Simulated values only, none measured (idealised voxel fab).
The name of this process module is voxel wiring stack.
It is cross-section cut that appears here, measuring 280 nm in width, its square cells being 5 nm in size.
In what follows, cross-sections appear as grids of square cells, described through bands that run from the top down, where every band is one or more rows of cells. Top height, bottom height, nm. Materials left to right, width each, nm. Single material + "all across" = fills band edge to edge. "empty" = empty. Heights are measured from 0, the level below which the as-received wafer is all one material; the lowest band has no bottom and continues downward, written as in "0..down". The notation "30..40" denotes a width that varies across the rows of cells in the band, beginning at the first number in the top row, finishing at the second number in the bottom row, and changing by an identical amount from each row to the next. "no alteration" for a step: no cell of the cross-section changed in that step. This entry, "Enclosed void inventory", enumerates those empty regions of no fewer than 8 cells that possess no open connection to the top. Each region is reported in the form width x height at distance, the distance being taken from the left edge, with all three quantities expressed in nm. The remark found on a step's line after its settings is issued by the simulator itself and pertains to that step. A step line may carry the setting "overlay nm", which, for steps involving a mask, states the distance by which the mask lay to the right of its intended position; negative values denote displacement to the left.
[So here's the lineup of process steps we planned]
| 1 | RECEIVE,material Si |
| 2 | CONFORMAL_DEP,material SiO2,thk nm 10 |
| 3 | CONFORMAL_DEP,material SiCN,thk nm 5 |
| 4 | DIRECTIONAL_DEP,material SiO2,thk nm 25 |
| 5 | MASKED_ETCH,tone open,mask id METAL_1,width nm 30,pitch nm 60,etch materials SiO2,depth nm 25,overlay nm 0 |
| 6 | MASKED_ETCH,tone open,mask id METAL_1,width nm 30,pitch nm 60,etch materials SiCN,depth nm 5,overlay nm 0 |
| 7 | CONFORMAL_DEP,material TiN,thk nm 5 |
| 8 | FILL_DEP,material Cu,thk nm 10 |
| 9 | CMP,height nm 40 |
| 10 | EPI,material Ru,thk nm 5 |
| 11 | FILL_DEP,material SiCN,thk nm 5 |
| 12 | DIRECTIONAL_DEP,material lowk,thk nm 15 |
| 13 | DIRECTIONAL_DEP,material aC,thk nm 10 |
| 14 | PATTERN,tone open,mask id PLUG_1,material resist,width nm 15,pitch nm 60,thk nm 25,overlay nm 0 |
| 15 | DIRECTIONAL_ETCH,etch materials aC,depth nm 10 |
| 16 | STRIP,etch materials resist |
| 17 | DIRECTIONAL_ETCH,etch materials lowk,depth nm 15 |
| 18 | DIRECTIONAL_ETCH,etch materials SiCN,depth nm 5 |
| 19 | STRIP,etch materials aC |
| 20 | CONFORMAL_DEP,material TiN,thk nm 5 |
| 21 | FILL_DEP,material Cu,thk nm 5 |
| 22 | CMP,height nm 65 |
| 23 | DIRECTIONAL_DEP,material TiN,thk nm 5 |
| 24 | DIRECTIONAL_DEP,material W,thk nm 25 |
| 25 | MASKED_ETCH,tone cover,mask id METAL_2,width nm 30,pitch nm 60,etch materials W,depth nm 25,overlay nm 0 |
| 26 | MASKED_ETCH,tone cover,mask id METAL_2,width nm 30,pitch nm 60,etch materials TiN,depth nm 5,overlay nm 0 |
| 27 | CONFORMAL_DEP,material SiN,thk nm 5 |
| 28 | FILL_DEP,material lowk,thk nm 10 |
| 29 | CMP,height nm 95 |
| 30 | CONFORMAL_DEP,material SiCN,thk nm 5 |
| 31 | DIRECTIONAL_DEP,material lowk,thk nm 15 |
| 32 | DIRECTIONAL_DEP,material aC,thk nm 15 |
| 33 | PATTERN,tone open,mask id PLUG_2,material resist,width nm 15,pitch nm 60,thk nm 35,overlay nm 0 |
| 34 | DIRECTIONAL_ETCH,etch materials aC,depth nm 15 |
| 35 | STRIP,etch materials resist |
| 36 | DIRECTIONAL_ETCH,etch materials lowk,depth nm 15 |
| 37 | DIRECTIONAL_ETCH,etch materials SiCN,depth nm 5 |
| 38 | STRIP,etch materials aC |
| 39 | CONFORMAL_DEP,material TiN,thk nm 5 |
| 40 | FILL_DEP,material Cu,thk nm 10 |
| 41 | CMP,height nm 115 |
| 42 | DIRECTIONAL_DEP,material TiN,thk nm 5 |
| 43 | DIRECTIONAL_DEP,material W,thk nm 25 |
| 44 | DIRECTIONAL_DEP,material aC,thk nm 10 |
| 45 | PATTERN,tone cover,mask id METAL_3,material resist,width nm 30,pitch nm 60,thk nm 30,overlay nm 0 |
| 46 | DIRECTIONAL_ETCH,etch materials aC,depth nm 10 |
| 47 | STRIP,etch materials resist |
| 48 | DIRECTIONAL_ETCH,etch materials W,depth nm 25 |
| 49 | DIRECTIONAL_ETCH,etch materials TiN,depth nm 5 |
| 50 | STRIP,etch materials aC |
| 51 | FILL_DEP,material lowk,thk nm 10 |
| 52 | CMP,height nm 145 |
| 53 | CONFORMAL_DEP,material SiN,thk nm 5 |
[Incoming wafer, cross-sectional view, post step 1]
  0..down | Si all across
  Enclosed void inventory: none
[Here's the cross-section of the first of our two wafers at the end of the module - it ran as planned]
  150..145 | SiN all across
  145..120 | 95 of lowk, 30 of W, 30 of lowk, 30 of W, 95 of lowk
  120..115 | 95 of lowk, 30 of TiN, 30 of lowk, 30 of TiN, 95 of lowk
  115..100 | 95 of lowk, 5 of TiN, 5 of Cu, 5 of TiN, 45 of lowk, 5 of TiN, 5 of Cu, 5 of TiN, 110 of lowk
  100..95 | 95 of SiCN, 15 of TiN, 45 of SiCN, 15 of TiN, 110 of SiCN
  95..70 | 90 of lowk, 5 of SiN, 30 of W, 5 of SiN, 20 of lowk, 5 of SiN, 30 of W, 5 of SiN, 90 of lowk
  70..65 | 95 of SiN, 30 of TiN, 30 of SiN, 30 of TiN, 95 of SiN
  65..50 | 95 of lowk, 5 of TiN, 5 of Cu, 5 of TiN, 45 of lowk, 5 of TiN, 5 of Cu, 5 of TiN, 110 of lowk
  50..45 | 95 of SiCN, 15 of TiN, 45 of SiCN, 15 of TiN, 110 of SiCN
  45..40 | 90 of SiCN, 40 of Ru, 20 of SiCN, 40 of Ru, 90 of SiCN
  40..15 | 95 of SiO2, 5 of TiN, 20 of Cu, 5 of TiN, 30 of SiO2, 5 of TiN, 20 of Cu, 5 of TiN, 95 of SiO2
  15..10 | 95 of SiCN, 30 of TiN, 30 of SiCN, 30 of TiN, 95 of SiCN
  10..0 | SiO2 all across
  0..down | Si all across
  Enclosed void inventory: none
[Cross-section, second wafer: same start as the first, same plan as the first, one mistake in running it; taken at the end of the module]
  150..145 | SiN all across
  145..120 | Ru all across
  120..115 | TiN all across
  115..100 | 95 of lowk, 5 of TiN, 5 of Cu, 5 of TiN, 45 of lowk, 5 of TiN, 5 of Cu, 5 of TiN, 110 of lowk
  100..95 | 95 of SiCN, 15 of TiN, 45 of SiCN, 15 of TiN, 110 of SiCN
  95..70 | 90 of lowk, 5 of SiN, 30 of W, 5 of SiN, 20 of lowk, 5 of SiN, 30 of W, 5 of SiN, 90 of lowk
  70..65 | 95 of SiN, 30 of TiN, 30 of SiN, 30 of TiN, 95 of SiN
  65..50 | 95 of lowk, 5 of TiN, 5 of Cu, 5 of TiN, 45 of lowk, 5 of TiN, 5 of Cu, 5 of TiN, 110 of lowk
  50..45 | 95 of SiCN, 15 of TiN, 45 of SiCN, 15 of TiN, 110 of SiCN
  45..40 | 90 of SiCN, 40 of Ru, 20 of SiCN, 40 of Ru, 90 of SiCN
  40..15 | 95 of SiO2, 5 of TiN, 20 of Cu, 5 of TiN, 30 of SiO2, 5 of TiN, 20 of Cu, 5 of TiN, 95 of SiO2
  15..10 | 95 of SiCN, 30 of TiN, 30 of SiCN, 30 of TiN, 95 of SiCN
  10..0 | SiO2 all across
  0..down | Si all across
  Enclosed void inventory: none
What was the processing mistake? step 43 deviated from plan and actually ran as DIRECTIONAL_DEP,material Ru,thk nm 25
Final wafer comparison in cells, second versus first, more or fewer per material: Ru +280 | TiN +44 | W -60 | lowk -264
